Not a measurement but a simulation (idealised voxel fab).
process module | voxel transistor to metal
cross-section cut | 280 nm wide | cells 5 nm
A cross-section is a grid of square cells, given in bands from the top down. A band is one or more rows of cells.
Each band's line starts with the height of the band's top and of its bottom, in nm. Then come its materials from left to right, each with its width in nm. One material with "throughout" fills the band from edge to edge. "air" is empty space.
Height 0 is the level under which the wafer as received is all one material. The lowest band goes on downwards, as in "0 down".
A width such as "30 to 40" changes by the same amount from each row of cells to the next, from the band's top row to its bottom row.
"no change" after a step means that no cell of the cross-section changed.
closed voids: empty space of 8 cells or more with no open way to the top, each as width x height at its distance from the left edge, in nm
after a step's settings: what the simulator itself notes on the step
overlay nm, on a step with a mask: how far to the right of its planned place the mask lay; to the left if negative
plan
1 op RECEIVE | material Si
2 op OXIDIZE | depth nm 5
3 op CONFORMAL_DEP | material SiN | thk nm 10
4 op MASKED_ETCH | tone cover | mask id ACTIVE | width nm 110 | pitch nm 135 | etch materials SiN | depth nm 10 | overlay nm 0
5 op MASKED_ETCH | tone cover | mask id ACTIVE | width nm 110 | pitch nm 135 | etch materials SiO2 | depth nm 5 | overlay nm 0
6 op MASKED_ETCH | tone cover | mask id ACTIVE | width nm 110 | pitch nm 135 | etch materials Si | depth nm 35 | overlay nm 0
7 op FILL_DEP | material SiO2 | thk nm 10
8 op CMP | height nm 10
9 op SELECTIVE_ETCH | etch materials SiO2 | depth nm 10
10 op STRIP | etch materials SiN
11 op SELECTIVE_ETCH | etch materials SiO2 | depth nm 5
12 op OXIDIZE | depth nm 5
13 op DIRECTIONAL_DEP | material polySi | thk nm 20
14 op DIRECTIONAL_DEP | material SiCN | thk nm 10
15 op PATTERN | tone cover | mask id GATE | material resist | width nm 30 | pitch nm 135 | thk nm 15 | overlay nm -15
16 op DIRECTIONAL_ETCH | etch materials SiCN | depth nm 20
17 op DIRECTIONAL_ETCH | etch materials polySi | depth nm 30
18 op STRIP | etch materials resist
19 op CONFORMAL_DEP | material SiN | thk nm 5
20 op DIRECTIONAL_ETCH | etch materials SiN | depth nm 5
21 op DIRECTIONAL_ETCH | etch materials SiO2 | depth nm 5
22 op DIRECTIONAL_ETCH | etch materials Si | depth nm 15
23 op EPI | material SiGe | thk nm 15
24 op FILL_DEP | material SiO2 | thk nm 10
25 op CMP | height nm 15
26 op STRIP | etch materials polySi
27 op SELECTIVE_ETCH | etch materials SiO2 | depth nm 5
28 op CONFORMAL_DEP | material HfO2 | thk nm 5
29 op CONFORMAL_DEP | material TiN | thk nm 5
30 op FILL_DEP | material W | thk nm 5
31 op CMP | height nm 10
32 op DIRECTIONAL_DEP | material SiO2 | thk nm 10
33 op MASKED_ETCH | tone open | mask id CONTACT | width nm 20 | etch materials SiO2 | depth nm 30 | overlay nm 0
34 op CONFORMAL_DEP | material TiN | thk nm 5
35 op FILL_DEP | material W | thk nm 5
36 op CMP | height nm 20
37 op DIRECTIONAL_DEP | material TiN | thk nm 5
38 op DIRECTIONAL_DEP | material W | thk nm 20
39 op PATTERN | tone cover | mask id METAL_1 | material resist | width nm 20 | thk nm 20 | overlay nm 0
40 op DIRECTIONAL_ETCH | etch materials W | depth nm 20
41 op DIRECTIONAL_ETCH | etch materials TiN | depth nm 5
42 op STRIP | etch materials resist
43 op CONFORMAL_DEP | material SiCN | thk nm 5
44 op FILL_DEP | material SiO2 | thk nm 5
45 op CMP | height nm 45
46 op CONFORMAL_DEP | material SiN | thk nm 5
varied across the wafers: overlay nm of step 15. The plan shows the first wafer's value. All wafers start alike
first wafer as received, after step 1
  0 down: Si throughout
  closed voids: none
each wafer at the end: cells of each material gained (+) or lost (-) since it was received, then its closed voids
overlay nm -15 | +28 HfO2 | -268 Si | +72 SiCN | +120 SiGe | +68 SiN | +366 SiO2 | +76 TiN | +98 W | closed voids: none
overlay nm -10 | +28 HfO2 | -268 Si | +72 SiCN | +120 SiGe | +68 SiN | +358 SiO2 | +82 TiN | +100 W | closed voids: none
overlay nm -5 | +28 HfO2 | -268 Si | +72 SiCN | +120 SiGe | +68 SiN | +352 SiO2 | +88 TiN | +100 W | closed voids: none
overlay nm 0 | +28 HfO2 | -268 Si | +72 SiCN | +120 SiGe | +68 SiN | +352 SiO2 | +88 TiN | +100 W | closed voids: none
overlay nm 5 | +28 HfO2 | -268 Si | +72 SiCN | +120 SiGe | +68 SiN | +352 SiO2 | +88 TiN | +100 W | closed voids: none
overlay nm 10 | +28 HfO2 | -268 Si | +72 SiCN | +120 SiGe | +68 SiN | +358 SiO2 | +82 TiN | +100 W | closed voids: none
overlay nm 15 | +28 HfO2 | -268 Si | +72 SiCN | +120 SiGe | +68 SiN | +366 SiO2 | +76 TiN | +98 W | closed voids: none
